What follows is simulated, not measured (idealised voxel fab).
The document below concerns the process module designated voxel transistor to metal.
Cross-section cut spans 155 nm and uses square cells 5 nm in size.
A cross-section in this document is a grid of square cells, and it is written down as bands, the top band listed before the ones below it; a band is made up of one or more rows of cells.
First you get the band's top height and its bottom height, in nm, and then the materials it's made of, left to right, with each width in nm. If you see a single material with "full width", that one covers the band edge to edge. "empty" is empty space.
Counting heights begins at 0, where everything beneath is, in the wafer as received, one material. The lowest band has no bottom; it goes on downwards, as "0 down" shows.
The two numbers in a width such as "30 to 40" mark its ends across the band: the first belongs to the top row of cells, the second to the bottom row, and from each row to the next the width moves by the same amount.
Where a step carries "nothing altered", the cross-section came out of it unchanged, cell for cell.
In the "Closed void listing" entry, you get each enclosed empty space of 8 cells or more, one with no open way to the top, written width x height at distance, distance from the left edge, in nm.
Past the settings on a step's line: simulator remark, on that step.
Regarding "overlay nm": on a step with a mask, it is the distance the mask lay to the right of its planned place; a negative value places it to the left.
# These are the steps we planned for the process
1: RECEIVE [material Si]
2: OXIDIZE [depth nm 5]
3: CONFORMAL_DEP [material SiN] [thk nm 10]
4: MASKED_ETCH [tone cover] [mask id ACTIVE] [width nm 120] [etch materials SiN] [depth nm 10] [overlay nm 0]
5: MASKED_ETCH [tone cover] [mask id ACTIVE] [width nm 120] [etch materials SiO2] [depth nm 5] [overlay nm 0]
6: MASKED_ETCH [tone cover] [mask id ACTIVE] [width nm 120] [etch materials Si] [depth nm 20] [overlay nm 0]
7: FILL_DEP [material SiO2] [thk nm 15]
8: CMP [height nm 10]
9: SELECTIVE_ETCH [etch materials SiO2] [depth nm 10]
10: STRIP [etch materials SiN]
11: SELECTIVE_ETCH [etch materials SiO2] [depth nm 5]
12: OXIDIZE [depth nm 5]
13: DIRECTIONAL_DEP [material polySi] [thk nm 20]
14: DIRECTIONAL_DEP [material SiCN] [thk nm 10]
15: MASKED_ETCH [tone cover] [mask id GATE] [width nm 30] [etch materials SiCN] [depth nm 20] [overlay nm 0]
16: MASKED_ETCH [tone cover] [mask id GATE] [width nm 30] [etch materials polySi] [depth nm 30] [overlay nm 0]
17: CONFORMAL_DEP [material SiN] [thk nm 10]
18: DIRECTIONAL_ETCH [etch materials SiN] [depth nm 10]
19: DIRECTIONAL_ETCH [etch materials SiO2] [depth nm 5]
20: EPI [material pSi] [thk nm 5]
21: FILL_DEP [material SiO2] [thk nm 5]
22: CMP [height nm 15]
23: STRIP [etch materials polySi]
24: SELECTIVE_ETCH [etch materials SiO2] [depth nm 5]
25: CONFORMAL_DEP [material HfO2] [thk nm 5]
26: CONFORMAL_DEP [material TiN] [thk nm 5]
27: FILL_DEP [material W] [thk nm 10]
28: CMP [height nm 10]
29: DIRECTIONAL_DEP [material SiO2] [thk nm 15]
30: PATTERN [tone open] [mask id CONTACT] [material resist] [width nm 20] [pitch nm 80] [thk nm 15] [overlay nm 0]
31: DIRECTIONAL_ETCH [etch materials SiO2] [depth nm 30]
32: STRIP [etch materials resist]
33: CONFORMAL_DEP [material TiN] [thk nm 5]
34: FILL_DEP [material W] [thk nm 5]
35: CMP [height nm 25]
36: DIRECTIONAL_DEP [material TiN] [thk nm 5]
37: DIRECTIONAL_DEP [material Ru] [thk nm 20]
38: PATTERN [tone cover] [mask id METAL_1] [material resist] [width nm 20] [pitch nm 80] [thk nm 15] [overlay nm 0]
39: DIRECTIONAL_ETCH [etch materials Ru] [depth nm 20]
40: DIRECTIONAL_ETCH [etch materials TiN] [depth nm 5]
41: STRIP [etch materials resist]
42: FILL_DEP [material lowk] [thk nm 5]
43: CMP [height nm 50]
44: CONFORMAL_DEP [material SiCN] [thk nm 5]
# Cross-section of the wafer upon arrival, representing the state reached after step 1
0 down = Si full width
Closed void listing: none
# Module complete - cross-section of the first of two wafers, run according to plan
55 to 50 = SiCN full width
50 to 30 = lowk 25 | Ru 20 | lowk 60 | Ru 20 | lowk 30
30 to 25 = lowk 25 | TiN 20 | lowk 60 | TiN 20 | lowk 30
25 to 10 = SiO2 25 | TiN 5 | W 10 | TiN 5 | SiO2 60 | TiN 5 | W 10 | TiN 5 | SiO2 30
10 to 0 = SiO2 25 | TiN 5 | W 10 | TiN 5 | SiO2 5 | SiN 10 | HfO2 5 | TiN 5 | W 10 | TiN 5 | HfO2 5 | SiN 10 | SiO2 5 | TiN 5 | W 10 | TiN 5 | SiO2 30
0 to -5 = SiO2 25 | TiN 20 | SiO2 5 | SiN 10 | HfO2 5 | TiN 20 | HfO2 5 | SiN 10 | SiO2 5 | TiN 20 | SiO2 30
-5 to -10 = SiO2 10 | pSi 40 | SiO2 5 | HfO2 40 | SiO2 5 | pSi 40 | SiO2 15
-10 to -25 = SiO2 15 | Si 120 | SiO2 20
-25 down = Si full width
Closed void listing: none
# This cross-section belongs to the second wafer of two at the end of the module; the start and the plan were shared with the first, and the run included one mistake
55 to 50 = SiCN full width
50 to 30 = lowk 25 | Ru 20 | lowk 60 | Ru 20 | lowk 30
30 to 25 = lowk 25 | TiN 20 | lowk 60 | TiN 20 | lowk 30
25 to 10 = SiO2 25 | TiN 5 | W 10 | TiN 5 | SiO2 60 | TiN 5 | W 10 | TiN 5 | SiO2 30
10 to 0 = SiO2 25 | TiN 5 | W 10 | TiN 5 | SiO2 5 | SiN 10 | TiN 5 | HfO2 5 | W 10 | HfO2 5 | TiN 5 | SiN 10 | SiO2 5 | TiN 5 | W 10 | TiN 5 | SiO2 30
0 to -5 = SiO2 25 | TiN 20 | SiO2 5 | SiN 10 | TiN 5 | HfO2 20 | TiN 5 | SiN 10 | SiO2 5 | TiN 20 | SiO2 30
-5 to -10 = SiO2 10 | pSi 40 | SiO2 5 | TiN 40 | SiO2 5 | pSi 40 | SiO2 15
-10 to -25 = SiO2 15 | Si 120 | SiO2 20
-25 down = Si full width
Closed void listing: none
What was done differently from what was planned? a sequencing error occurred in which plan steps 25 and 26 were transposed
Once processing is complete, comparing cell counts shows that the second wafer has more or fewer of certain materials than the first: -6 HfO2, +6 TiN
